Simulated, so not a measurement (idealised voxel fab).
process module | voxel double patterning
cross-section cut | 260 nm wide | cells 5 nm
A cross-section is a grid of square cells, given in bands from the top down. A band is one or more rows of cells.
Each band's line starts with the height of the band's top and of its bottom, in nm. Then come its materials from left to right, each with its width in nm. One material with "throughout" fills the band from edge to edge. "air" is empty space.
Height 0 is the level under which the wafer as received is all one material. The lowest band goes on downwards, as in "0 down".
A width such as "30 to 40" changes by the same amount from each row of cells to the next, from the band's top row to its bottom row.
"no change" after a step means that no cell of the cross-section changed.
closed voids: empty space of 8 cells or more with no open way to the top, each as width x height at its distance from the left edge, in nm
after a step's settings: what the simulator itself notes on the step
overlay nm, on a step with a mask: how far to the right of its planned place the mask lay; to the left if negative
plan
1 op RECEIVE | material Si
2 op CONFORMAL_DEP | material SiO2 | thk nm 5
3 op DIRECTIONAL_DEP | material polySi | thk nm 20
4 op DIRECTIONAL_DEP | material SiN | thk nm 5
5 op PATTERN | tone open | mask id FIRST | material resist | width nm 15 | pitch nm 50 | thk nm 20 | overlay nm 0
6 op DIRECTIONAL_ETCH | etch materials SiN | depth nm 5
7 op STRIP | etch materials resist
8 op MASKED_ETCH | tone open | mask id SECOND | width nm 15 | pitch nm 50 | etch materials SiN | depth nm 5 | overlay nm 0
9 op DIRECTIONAL_ETCH | etch materials polySi | depth nm 20
10 op STRIP | etch materials SiN
as received, after step 1
  0 down: Si throughout
  closed voids: none
first wafer at the end, as planned
  25 to 5: polySi 70 | air 15 | polySi 10 | air 15 | polySi 10 | air 15 | polySi 10 | air 15 | polySi 10 | air 15 | polySi 75
  5 to 0: SiO2 throughout
  0 down: Si throughout
  closed voids: none
second wafer at the end: like start, like plan, one mistake
  35 to 15: polySi 70 | air 15 | polySi 10 | air 15 | polySi 10 | air 15 | polySi 10 | air 15 | polySi 10 | air 15 | polySi 75
  15 to 5: polySi throughout
  5 to 0: SiO2 throughout
  0 down: Si throughout
  closed voids: none
what went wrong: step 3 ran as: op DIRECTIONAL_DEP | material polySi | thk nm 30
at the end the second wafer has, in cells: 104 more of polySi
